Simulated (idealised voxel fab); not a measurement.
process module | voxel capacitor over wiring
cross-section cut | 165 nm wide | cells 5 nm
A cross-section is a grid of square cells, given in bands from the top down. A band is one or more rows of cells.
Each band's line starts with the height of the band's top and of its bottom, in nm. Then come its materials from left to right, each with its width in nm. One material with "throughout" fills the band from edge to edge. "air" is empty space.
Height 0 is the level under which the wafer as received is all one material. The lowest band goes on downwards, as in "0 down".
A width such as "30 to 40" changes by the same amount from each row of cells to the next, from the band's top row to its bottom row.
"no change" after a step means that no cell of the cross-section changed.
closed voids: empty space of 8 cells or more with no open way to the top, each as width x height at its distance from the left edge, in nm
after a step's settings: what the simulator itself notes on the step
overlay nm, on a step with a mask: how far to the right of its planned place the mask lay; to the left if negative
plan
1 op RECEIVE | material Si
2 op CONFORMAL_DEP | material SiO2 | thk nm 10
3 op CONFORMAL_DEP | material SiN | thk nm 5
4 op DIRECTIONAL_DEP | material lowk | thk nm 20
5 op DIRECTIONAL_DEP | material aC | thk nm 15
6 op PATTERN | tone open | mask id METAL_1 | material resist | width nm 20 | pitch nm 90 | thk nm 35 | overlay nm 0
7 op DIRECTIONAL_ETCH | etch materials aC | depth nm 15
8 op STRIP | etch materials resist
9 op DIRECTIONAL_ETCH | etch materials lowk | depth nm 20
10 op DIRECTIONAL_ETCH | etch materials SiN | depth nm 5
11 op STRIP | etch materials aC
12 op CONFORMAL_DEP | material TiN | thk nm 5
13 op FILL_DEP | material Cu | thk nm 5
14 op CMP | height nm 35
15 op CONFORMAL_DEP | material SiCN | thk nm 5
16 op DIRECTIONAL_DEP | material lowk | thk nm 20
17 op PATTERN | tone open | mask id PLUG_1 | material resist | width nm 15 | thk nm 15 | overlay nm 0
18 op DIRECTIONAL_ETCH | etch materials lowk | depth nm 20
19 op DIRECTIONAL_ETCH | etch materials SiCN | depth nm 5
20 op STRIP | etch materials resist
21 op EPI | material Ru | thk nm 10
22 op EPI | material Ru | thk nm 10
23 op EPI | material Ru | thk nm 5
24 op DIRECTIONAL_DEP | material TiN | thk nm 5
25 op DIRECTIONAL_DEP | material HfO2 | thk nm 5
26 op DIRECTIONAL_DEP | material TiN | thk nm 5
27 op MASKED_ETCH | tone cover | mask id UPPER_PLATE | width nm 75 | etch materials TiN | depth nm 5 | overlay nm 0
28 op MASKED_ETCH | tone cover | mask id UPPER_PLATE | width nm 75 | etch materials HfO2 | depth nm 5 | overlay nm 0
29 op PATTERN | tone cover | mask id LOWER_PLATE | material resist | width nm 85 | thk nm 20 | overlay nm 0
30 op DIRECTIONAL_ETCH | etch materials TiN | depth nm 5
31 op STRIP | etch materials resist
32 op FILL_DEP | material SiO2 | thk nm 15
33 op CMP | height nm 85
34 op DIRECTIONAL_DEP | material aC | thk nm 10
35 op PATTERN | tone open | mask id PLUG_2 | material resist | width nm 15 | thk nm 30 | overlay nm 0
36 op DIRECTIONAL_ETCH | etch materials aC | depth nm 10
37 op STRIP | etch materials resist
38 op DIRECTIONAL_ETCH | etch materials SiO2 | depth nm 10
39 op STRIP | etch materials aC
40 op CONFORMAL_DEP | material TiN | thk nm 5
41 op FILL_DEP | material Cu | thk nm 10
42 op CMP | height nm 85
43 op CONFORMAL_DEP | material SiCN | thk nm 5
as received, after step 1
  0 down: Si throughout
  closed voids: none
a wafer at the end: this start, this plan, one mistake
  90 to 85: SiCN throughout
  85 to 80: SiO2 40 | TiN 5 | Cu 5 | TiN 5 | SiO2 110
  80 to 70: SiO2 40 to 30 | TiN 15 to 75 | SiO2 110 to 60
  70 to 65: SiO2 30 | HfO2 75 | SiO2 60
  65 to 60: SiO2 25 | TiN 85 | SiO2 55
  60 to 40: lowk 30 | Ru 15 | lowk 120
  40 to 35: SiCN 30 | Ru 15 | SiCN 120
  35 to 15: Cu throughout
  15 to 10: SiN throughout
  10 to 0: SiO2 throughout
  0 down: Si throughout
  closed voids: none
what went wrong: step 4 ran as: op DIRECTIONAL_DEP | material Cu | thk nm 20
